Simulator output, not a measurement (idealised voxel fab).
Proc. module: voxel plated lines
Square cell edge 5 nm, section width 265 nm, ID cut.
A cross-section is written here as square cells arranged in a grid, and it is given in bands from the top down, each band taking up one or more rows of cells.
It is stipulated that each band's entry specify, in nanometres, the height of the top of the band and then that of its bottom, followed by the materials of the band in left-to-right sequence, each together with its width in nanometres. A single material marked by the word "all across" is understood to fill the band from edge to edge; the word "empty" is understood to denote empty space.
Note: height 0 marks the level under which the wafer is uniformly one material as received. Lowest band unbounded below, written "top 0, no bottom".
Note: "30->40" means the width goes from the first number (top row of the band) to the second number (bottom row) in equal steps per row of cells.
Take "no modifications" at face value: in the step it is given for, the cross-section changed in none of its cells.
"Closed cavities" specifies each empty space that is not open to the top and that occupies no fewer than 8 cells, using the form width x height at distance, the distance measured from the left edge and all three quantities in nm.
Text after the settings on a step's line: the simulator's own remark on that step.
When a step includes a mask, the "overlay nm" setting on its line states how far to the right of its planned place that mask lay, and negative values state how far to the left.
Plan
| 1 | RECEIVE [material Si] |
| 2 | CONFORMAL_DEP [material SiO2] [thk nm 5] |
| 3 | DIRECTIONAL_DEP [material TiN] [thk nm 5] |
| 4 | PATTERN [tone open] [mask id LINES] [material resist] [width nm 15] [pitch nm 40] [thk nm 25] [overlay nm 0] |
| 5 | EPI [material Ru] [thk nm 5] |
| 6 | EPI [material Ru] [thk nm 5] |
| 7 | STRIP [etch materials resist] |
| 8 | DIRECTIONAL_ETCH [etch materials TiN] [depth nm 5] |
| 9 | CONFORMAL_DEP [material SiCN] [thk nm 10] |
The first wafer of two, processed as planned
The cross-section here shows the wafer as received, i.e. in its state after step 1
	top 0, no bottom: Si all across
	Closed cavities: none
The wafer, seen in cross-section, after step 2
	top 5, bottom 0: SiO2 all across
	Note: structure below 0 unchanged.
The wafer, seen in cross-section, after step 3
	top 10, bottom 5: TiN all across
	Note: structure below 5 unchanged.
The wafer, seen in cross-section, after step 4
	top 35, bottom 10: 105 resist, 15 empty, 25 resist, 15 empty, 105 resist
	Note: structure below 10 unchanged.
The wafer, seen in cross-section, after step 5
	top 35, bottom 15: 105 resist, 15 empty, 25 resist, 15 empty, 105 resist
	top 15, bottom 10: 105 resist, 15 Ru, 25 resist, 15 Ru, 105 resist
	Note: structure below 10 unchanged.
The wafer, seen in cross-section, after step 6
	top 35, bottom 20: 105 resist, 15 empty, 25 resist, 15 empty, 105 resist
	top 20, bottom 10: 105 resist, 15 Ru, 25 resist, 15 Ru, 105 resist
	Note: structure below 10 unchanged.
The wafer, seen in cross-section, after step 7
	top 20, bottom 10: 105 empty, 15 Ru, 25 empty, 15 Ru, 105 empty
	Note: structure below 10 unchanged.
The wafer, seen in cross-section, after step 8
	top 20, bottom 10: 105 empty, 15 Ru, 25 empty, 15 Ru, 105 empty
	top 10, bottom 5: 105 empty, 15 TiN, 25 empty, 15 TiN, 105 empty
	Note: structure below 5 unchanged.
The wafer, seen in cross-section, after step 9
	top 30, bottom 20: 95 empty, 35 SiCN, 5 empty, 35 SiCN, 95 empty
	top 20, bottom 15: 95 empty, 10 SiCN, 15 Ru, 10 SiCN, 5 empty, 10 SiCN, 15 Ru, 10 SiCN, 95 empty
	top 15, bottom 10: 105 SiCN, 15 Ru, 25 SiCN, 15 Ru, 105 SiCN
	top 10, bottom 5: 105 SiCN, 15 TiN, 25 SiCN, 15 TiN, 105 SiCN
	Note: structure below 5 unchanged.
Second of two: same start, same plan, one run error; steps up to and including 2 match the first
Second wafer, section view, time point: scheduled end of step 3
	top 20, bottom 5: TiN all across
	Note: structure below 5 unchanged.
Second wafer, section view, time point: scheduled end of step 4
	top 45, bottom 20: 105 resist, 15 empty, 25 resist, 15 empty, 105 resist
	Note: structure below 20 unchanged.
Second wafer, section view, time point: scheduled end of step 5
	top 45, bottom 25: 105 resist, 15 empty, 25 resist, 15 empty, 105 resist
	top 25, bottom 20: 105 resist, 15 Ru, 25 resist, 15 Ru, 105 resist
	Note: structure below 20 unchanged.
Second wafer, section view, time point: scheduled end of step 6
	top 45, bottom 30: 105 resist, 15 empty, 25 resist, 15 empty, 105 resist
	top 30, bottom 20: 105 resist, 15 Ru, 25 resist, 15 Ru, 105 resist
	Note: structure below 20 unchanged.
Second wafer, section view, time point: scheduled end of step 7
	top 30, bottom 20: 105 empty, 15 Ru, 25 empty, 15 Ru, 105 empty
	Note: structure below 20 unchanged.
Second wafer, section view, time point: scheduled end of step 8
	top 30, bottom 20: 105 empty, 15 Ru, 25 empty, 15 Ru, 105 empty
	top 20, bottom 15: 105 empty, 15 TiN, 25 empty, 15 TiN, 105 empty
	Note: structure below 15 unchanged.
Second wafer, section view, time point: scheduled end of step 9
	top 40, bottom 30: 95 empty, 35 SiCN, 5 empty, 35 SiCN, 95 empty
	top 30, bottom 25: 95 empty, 10 SiCN, 15 Ru, 10 SiCN, 5 empty, 10 SiCN, 15 Ru, 10 SiCN, 95 empty
	top 25, bottom 20: 105 SiCN, 15 Ru, 25 SiCN, 15 Ru, 105 SiCN
	top 20, bottom 15: 105 SiCN, 15 TiN, 25 SiCN, 15 TiN, 105 SiCN
	Note: structure below 15 unchanged.
Deviation from plan: contrary to plan, step 3 was performed as DIRECTIONAL_DEP [material TiN] [thk nm 15]
FYI, end of process, the second wafer has more or fewer cells of some materials than the first: +106 TiN
